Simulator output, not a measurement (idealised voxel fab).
The following process module bears the name voxel trench capacitor.
The cross-section on display is named cut; it measures 185 nm wide, and its cells are 5 nm squares.
Square cells in a grid make up a cross-section in this document, and the grid is given as bands, listed from the top down, each one or more rows of cells.
Band: top and bottom heights (nm) first, top before bottom; then materials from left to right, widths in nm. "everywhere" marks a sole material filling the band edge to edge. "empty" denotes empty space.
Basically, 0 is our baseline, since under it the wafer straight out of the box is all one material. The bottom band has no lower end and keeps on going down, so it looks like "z 0 and below".
Width "30 to 40": first value at the band's top row of cells, second value at its bottom row, equal change from row to row.
Step marked "nothing altered"? Then no cell in the cross-section changed in it.
"Closed void roster" means: voids of 8 cells or more that are shut off from the top with no open way through. Written width x height at distance, distance from the left edge, in nm.
Step line, after settings: the simulator's comment on this step.
"overlay nm" denotes, for a step that has a mask, the displacement of the mask to the right of its planned place, with negative values corresponding to the left.
Steps in the process plan
1. RECEIVE (material Si)
2. CONFORMAL_DEP (material SiN; thk nm 10)
3. PATTERN (tone open; mask id TRENCH; material resist; width nm 15; pitch nm 40; thk nm 15; overlay nm 0)
4. DIRECTIONAL_ETCH (etch materials SiN; depth nm 10)
5. DIRECTIONAL_ETCH (etch materials Si; depth nm 30)
6. STRIP (etch materials resist)
7. CONFORMAL_DEP (material Al2O3; thk nm 5)
8. FILL_DEP (material polySi; thk nm 5)
9. CMP (height nm 10)
Cross-section: wafer on arrival = after step 1
	z 0 and below  Si everywhere
	Closed void roster: none
Wafer cross-section at module end: first of two, run to plan
	z 10 to 0  25 of SiN | 5 of Al2O3 | 5 of polySi | 5 of Al2O3 | 25 of SiN | 5 of Al2O3 | 5 of polySi | 5 of Al2O3 | 25 of SiN | 5 of Al2O3 | 5 of polySi | 5 of Al2O3 | 25 of SiN | 5 of Al2O3 | 5 of polySi | 5 of Al2O3 | 25 of SiN
	z 0 to -25  25 of Si | 5 of Al2O3 | 5 of polySi | 5 of Al2O3 | 25 of Si | 5 of Al2O3 | 5 of polySi | 5 of Al2O3 | 25 of Si | 5 of Al2O3 | 5 of polySi | 5 of Al2O3 | 25 of Si | 5 of Al2O3 | 5 of polySi | 5 of Al2O3 | 25 of Si
	z -25 to -30  25 of Si | 15 of Al2O3 | 25 of Si | 15 of Al2O3 | 25 of Si | 15 of Al2O3 | 25 of Si | 15 of Al2O3 | 25 of Si
	z -30 and below  Si everywhere
	Closed void roster: none
second wafer at the end: like start, like plan, one mistake
	z 10 to 0  30 of SiN | 5 of polySi | 35 of SiN | 5 of polySi | 35 of SiN | 5 of polySi | 35 of SiN | 5 of polySi | 30 of SiN
	z 0 to -25  25 of Si | 5 of SiN | 5 of polySi | 5 of SiN | 25 of Si | 5 of SiN | 5 of polySi | 5 of SiN | 25 of Si | 5 of SiN | 5 of polySi | 5 of SiN | 25 of Si | 5 of SiN | 5 of polySi | 5 of SiN | 25 of Si
	z -25 to -30  25 of Si | 15 of SiN | 25 of Si | 15 of SiN | 25 of Si | 15 of SiN | 25 of Si | 15 of SiN | 25 of Si
	z -30 and below  Si everywhere
	Closed void roster: none
Heads up, the wafer didn't run the way we planned it: step 7: run off-plan, actual operation and settings CONFORMAL_DEP (material SiN; thk nm 5)
The closing comparison, in cells, has the second wafer with more or fewer of some materials than the first: 68 fewer of Al2O3 | 68 more of SiN
